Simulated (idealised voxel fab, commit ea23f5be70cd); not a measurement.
voxel transistor to metal: a process module
Shown is cross-section cut, with a width of 150 nm and square cells of size 5 nm.
In this document a cross-section is written as a grid of square cells. It is given as a series of bands, listed from the top down, and a band is one or more rows of cells.
Band: top and bottom heights (nm) first, top before bottom; then materials from left to right, widths in nm. "edge to edge" marks a sole material filling the band edge to edge. "blank" denotes empty space.
Heights from 0 (as-received wafer is one material below). Bottom band endless downward, as "0 down".
A width given as "30 to 40" starts at the first number in the band's top row and ends at the second number in its bottom row, shifting by an equal amount at every step from row to row.
"identical to before" means the step left every cell of the cross-section as it was.
"Voids, sealed" enumerates empty spaces isolated from the top, with no open way to it, that contain at least 8 cells, giving each as width x height at distance from the left edge, all three in nm.
If you see something after the settings on a step's line, that's the simulator's own remark about that step.
A step's line can hold "overlay nm"; with a mask on that step, the setting says how far right of the planned place the mask lay, while a negative setting says it lay to the left.
# plan
1: RECEIVE [material Si]
2: CONFORMAL_DEP [material SiO2] [thk nm 5]
3: CONFORMAL_DEP [material SiN] [thk nm 10]
4: PATTERN [tone cover] [mask id ACTIVE] [material resist] [width nm 90] [thk nm 15] [overlay nm 0]
5: DIRECTIONAL_ETCH [etch materials SiN] [depth nm 10]
6: DIRECTIONAL_ETCH [etch materials SiO2] [depth nm 5]
7: DIRECTIONAL_ETCH [etch materials Si] [depth nm 30]
8: STRIP [etch materials resist]
9: FILL_DEP [material SiO2] [thk nm 5]
10: CMP [height nm 15]
11: SELECTIVE_ETCH [etch materials SiO2] [depth nm 5]
12: STRIP [etch materials SiN]
13: SELECTIVE_ETCH [etch materials SiO2] [depth nm 5]
14: OXIDIZE [depth nm 5]
15: DIRECTIONAL_DEP [material polySi] [thk nm 30]
16: DIRECTIONAL_DEP [material SiCN] [thk nm 15]
17: DIRECTIONAL_DEP [material aC] [thk nm 15]
18: PATTERN [tone cover] [mask id GATE] [material resist] [width nm 20] [thk nm 35] [overlay nm 0]
19: DIRECTIONAL_ETCH [etch materials aC] [depth nm 15]
20: STRIP [etch materials resist]
21: DIRECTIONAL_ETCH [etch materials SiCN] [depth nm 25]
22: DIRECTIONAL_ETCH [etch materials polySi] [depth nm 40]
23: STRIP [etch materials aC]
24: CONFORMAL_DEP [material SiN] [thk nm 5]
25: DIRECTIONAL_ETCH [etch materials SiN] [depth nm 5]
26: DIRECTIONAL_ETCH [etch materials SiO2] [depth nm 5]
27: DIRECTIONAL_ETCH [etch materials Si] [depth nm 10]
28: EPI [material SiGe] [thk nm 15]
29: FILL_DEP [material SiO2] [thk nm 10]
30: CMP [height nm 45]
31: DIRECTIONAL_DEP [material SiO2] [thk nm 15]
32: DIRECTIONAL_DEP [material aC] [thk nm 15]
33: PATTERN [tone open] [mask id CONTACT] [material resist] [width nm 15] [pitch nm 65] [thk nm 35] [overlay nm 0]
34: DIRECTIONAL_ETCH [etch materials aC] [depth nm 15]
35: STRIP [etch materials resist]
36: DIRECTIONAL_ETCH [etch materials SiO2] [depth nm 60]
37: STRIP [etch materials aC]
38: CONFORMAL_DEP [material TiN] [thk nm 5]
39: FILL_DEP [material Ru] [thk nm 5]
40: CMP [height nm 60]
41: CONFORMAL_DEP [material SiN] [thk nm 5]
42: DIRECTIONAL_DEP [material SiO2] [thk nm 25]
43: MASKED_ETCH [tone open] [mask id METAL_1] [width nm 15] [pitch nm 65] [etch materials SiO2] [depth nm 25] [overlay nm 0]
44: MASKED_ETCH [tone open] [mask id METAL_1] [width nm 15] [pitch nm 65] [etch materials SiN] [depth nm 5] [overlay nm 0]
45: CONFORMAL_DEP [material TiN] [thk nm 5]
46: FILL_DEP [material Ru] [thk nm 5]
47: CMP [height nm 90]
48: CONFORMAL_DEP [material SiCN] [thk nm 5]
# Cross-section, incoming material, after step 1
> 0 down  Si edge to edge
> Voids, sealed: none
# First of two wafers at the end of the module, shown in cross-section; run carried out as planned
> 95 to 90  SiCN edge to edge
> 90 to 65  SiO2 (35) | TiN (5) | Ru (5) | TiN (5) | SiO2 (50) | TiN (5) | Ru (5) | TiN (5) | SiO2 (35)
> 65 to 60  SiN (35) | TiN (15) | SiN (50) | TiN (15) | SiN (35)
> 60 to 45  SiO2 (35) | TiN (5) | Ru (5) | TiN (5) | SiO2 (50) | TiN (5) | Ru (5) | TiN (5) | SiO2 (35)
> 45 to 30  SiO2 (35) | TiN (5) | Ru (5) | TiN (5) | SiO2 (10) | SiN (5) | SiCN (20) | SiN (5) | SiO2 (10) | TiN (5) | Ru (5) | TiN (5) | SiO2 (35)
> 30 to 15  SiO2 (35) | TiN (5) | Ru (5) | TiN (5) | SiO2 (10) | SiN (5) | polySi (20) | SiN (5) | SiO2 (10) | TiN (5) | Ru (5) | TiN (5) | SiO2 (35)
> 15 to 10  SiO2 (35) | TiN (15) | SiO2 (10) | SiN (5) | polySi (20) | SiN (5) | SiO2 (10) | TiN (15) | SiO2 (35)
> 10 to 5  SiO2 (35) | TiN (10) | SiGe (15) | SiN (5) | polySi (20) | SiN (5) | SiGe (15) | TiN (10) | SiO2 (35)
> 5 to 0  SiO2 (25) | SiN (5) | SiO2 (5) | TiN (10) | SiGe (15) | SiN (5) | polySi (20) | SiN (5) | SiGe (15) | TiN (10) | SiO2 (5) | SiN (5) | SiO2 (25)
> 0 to -5  SiO2 (30) | SiGe (30) | SiO2 (30) | SiGe (30) | SiO2 (30)
> -5 to -15  SiO2 (30) | SiGe (30) | Si (30) | SiGe (30) | SiO2 (30)
> -15 to -30  SiO2 (30) | Si (90) | SiO2 (30)
> -30 down  Si edge to edge
> Voids, sealed: none
# So this is wafer number two of the two, cut at the end of the module - it started where the first did and had the same plan, we just got one thing wrong running it
> 95 to 90  SiCN edge to edge
> 90 to 65  SiO2 (35) | TiN (5) | Ru (5) | TiN (5) | SiO2 (50) | TiN (5) | Ru (5) | TiN (5) | SiO2 (35)
> 65 to 60  SiN (35) | TiN (15) | SiN (50) | TiN (15) | SiN (35)
> 60 to 45  SiO2 (35) | TiN (5) | Ru (5) | TiN (5) | SiO2 (50) | TiN (5) | Ru (5) | TiN (5) | SiO2 (35)
> 45 to 30  SiO2 (35) | TiN (5) | Ru (5) | TiN (5) | SiO2 (10) | SiN (5) | SiCN (20) | SiN (5) | SiO2 (10) | TiN (5) | Ru (5) | TiN (5) | SiO2 (35)
> 30 to 15  SiO2 (35) | TiN (5) | Ru (5) | TiN (5) | SiO2 (10) | SiN (5) | polySi (20) | SiN (5) | SiO2 (10) | TiN (5) | Ru (5) | TiN (5) | SiO2 (35)
> 15 to 10  SiO2 (35) | TiN (15) | SiO2 (10) | SiN (5) | polySi (20) | SiN (5) | SiO2 (10) | TiN (15) | SiO2 (35)
> 10 to 5  SiO2 (35) | TiN (10) | SiGe (15) | SiN (5) | polySi (20) | SiN (5) | SiGe (15) | TiN (10) | SiO2 (35)
> 5 to 0  SiO2 (25) | SiN (5) | SiGe (30) | SiN (5) | polySi (20) | SiN (5) | SiGe (30) | SiN (5) | SiO2 (25)
> 0 to -5  SiO2 (25) | SiN (5) | SiGe (30) | SiO2 (30) | SiGe (30) | SiN (5) | SiO2 (25)
> -5 to -10  SiO2 (35) | SiGe (25) | Si (30) | SiGe (25) | SiO2 (35)
> -10 to -15  SiO2 (30) | Si (5) | SiGe (25) | Si (30) | SiGe (25) | Si (5) | SiO2 (30)
> -15 to -30  SiO2 (30) | Si (90) | SiO2 (30)
> -30 down  Si edge to edge
> Voids, sealed: none
What broke from the plan during processing? step 2 of the plan: omitted, not performed
Final comparison by cell count, materials where the second wafer has more or fewer than the first: 2 more of Si; 2 more of SiGe; 2 more of SiN; 2 fewer of SiO2; 4 fewer of TiN
